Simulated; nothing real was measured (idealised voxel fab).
The document below concerns the process module designated voxel self aligned contacts.
Displayed cross-section: cut, width of 185 nm, square cells sized 5 nm.
Think of the cross-section as a grid of square cells. We describe it in bands, top to bottom, and each band covers one or more rows of those cells. What a band's entry tells you: where the top is and where the bottom is, as heights in nm, and after that what lies inside, material by material from left to right, each with its width in nm. Empty space is written as the word "blank", and a single material marked with the word "full width" occupies the band from edge to edge. Height datum 0, below which the as-received substrate wafer is one material. Lowest band open at the bottom, running downward: "top 0, no bottom". The width entry "30->40" should be interpreted row by row: the top row of cells in the band takes the first number, the bottom row takes the second number, and the change between adjacent rows is uniform throughout. Step note "nothing was modified" = no cross-section cell changed. In the "Closed-off voids" entry, you get each enclosed empty space of 8 cells or more, one with no open way to the top, written width x height at distance, distance from the left edge, in nm. On a step's line, text after the settings is the simulator commenting on that step. The "overlay nm" setting may appear on a step's line; for a step that uses a mask, it gives how far to the right of its planned position the mask lay, and a negative value indicates the left.
## Steps planned for the process
step 1: RECEIVE [material Si]
step 2: CONFORMAL_DEP [material SiO2] [thk nm 5]
step 3: DIRECTIONAL_DEP [material polySi] [thk nm 30]
step 4: DIRECTIONAL_DEP [material SiN] [thk nm 20]
step 5: MASKED_ETCH [tone cover] [mask id GATE] [width nm 25] [pitch nm 60] [etch materials SiN] [depth nm 20] [overlay nm 0]
step 6: MASKED_ETCH [tone cover] [mask id GATE] [width nm 25] [pitch nm 60] [etch materials polySi] [depth nm 30] [overlay nm 0]
step 7: CONFORMAL_DEP [material SiN] [thk nm 10]
step 8: DIRECTIONAL_ETCH [etch materials SiN] [depth nm 10]
step 9: FILL_DEP [material SiO2] [thk nm 10]
step 10: CMP [height nm 60]
step 11: DIRECTIONAL_DEP [material aC] [thk nm 10]
step 12: PATTERN [tone open] [mask id CONTACT] [material resist] [width nm 45] [thk nm 25] [overlay nm -15]
step 13: DIRECTIONAL_ETCH [etch materials aC] [depth nm 10]
step 14: STRIP [etch materials resist]
step 15: DIRECTIONAL_ETCH [etch materials SiO2] [depth nm 60]
step 16: STRIP [etch materials aC]
step 17: CONFORMAL_DEP [material TiN] [thk nm 5]
step 18: FILL_DEP [material Ru] [thk nm 10]
step 19: CMP [height nm 60]
step 20: CONFORMAL_DEP [material SiCN] [thk nm 5]
The plan shows the overlay nm of step 12 as the first wafer had it; this setting differs between the wafers, which start out alike.
## First of several wafers, received after step 1, in cross-section
* top 0, no bottom = Si full width
* Closed-off voids: none
## Below: a row per wafer. Contents at end of module: for every material, cells gained since receipt (+) or lost since receipt (-); then closed voids
overlay nm -15 | +11 Ru | +37 SiCN | +120 SiN | +222 SiO2 | +31 TiN | +60 polySi | Closed-off voids: none
overlay nm -10 | +11 Ru | +37 SiCN | +120 SiN | +222 SiO2 | +31 TiN | +60 polySi | Closed-off voids: none
overlay nm -5 | +11 Ru | +37 SiCN | +120 SiN | +222 SiO2 | +31 TiN | +60 polySi | Closed-off voids: none
overlay nm 0 | +11 Ru | +37 SiCN | +120 SiN | +222 SiO2 | +31 TiN | +60 polySi | Closed-off voids: none
overlay nm 5 | +11 Ru | +37 SiCN | +120 SiN | +222 SiO2 | +31 TiN | +60 polySi | Closed-off voids: none
overlay nm 10 | +11 Ru | +37 SiCN | +120 SiN | +222 SiO2 | +31 TiN | +60 polySi | Closed-off voids: none
overlay nm 15 | +11 Ru | +37 SiCN | +120 SiN | +222 SiO2 | +31 TiN | +60 polySi | Closed-off voids: none
